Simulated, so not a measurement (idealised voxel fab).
process module | voxel local oxidation
cross-section cut | 290 nm wide | cells 5 nm
A cross-section is a grid of square cells, given in bands from the top down. A band is one or more rows of cells.
Each band's line starts with the height of the band's top and of its bottom, in nm. Then come its materials from left to right, each with its width in nm. One material with "throughout" fills the band from edge to edge. "air" is empty space.
Height 0 is the level under which the wafer as received is all one material. The lowest band goes on downwards, as in "0 down".
A width such as "30 to 40" changes by the same amount from each row of cells to the next, from the band's top row to its bottom row.
"no change" after a step means that no cell of the cross-section changed.
closed voids: empty space of 8 cells or more with no open way to the top, each as width x height at its distance from the left edge, in nm
after a step's settings: what the simulator itself notes on the step
overlay nm, on a step with a mask: how far to the right of its planned place the mask lay; to the left if negative
plan
1 op RECEIVE | material Si
2 op CONFORMAL_DEP | material SiO2 | thk nm 5
3 op CONFORMAL_DEP | material SiN | thk nm 15
4 op MASKED_ETCH | tone cover | mask id ACTIVE | width nm 90 | pitch nm 130 | etch materials SiN | depth nm 15 | overlay nm 0
5 op SELECTIVE_ETCH | etch materials SiO2 | depth nm 5
6 op OXIDIZE | depth nm 15
7 op STRIP | etch materials SiN
as received, after step 1
  0 down: Si throughout
  closed voids: none
a wafer at the end: this start, this plan, one mistake
  5 to 0: air 45 | SiO2 80 | air 50 | SiO2 80 | air 35
  0 to -15: SiO2 60 | Si 50 | SiO2 80 | Si 50 | SiO2 50
  -15 down: Si throughout
  closed voids: none
what went wrong: step 4 ran as: op MASKED_ETCH | tone cover | mask id ACTIVE | width nm 90 | pitch nm 130 | etch materials SiN | depth nm 15 | overlay nm 5
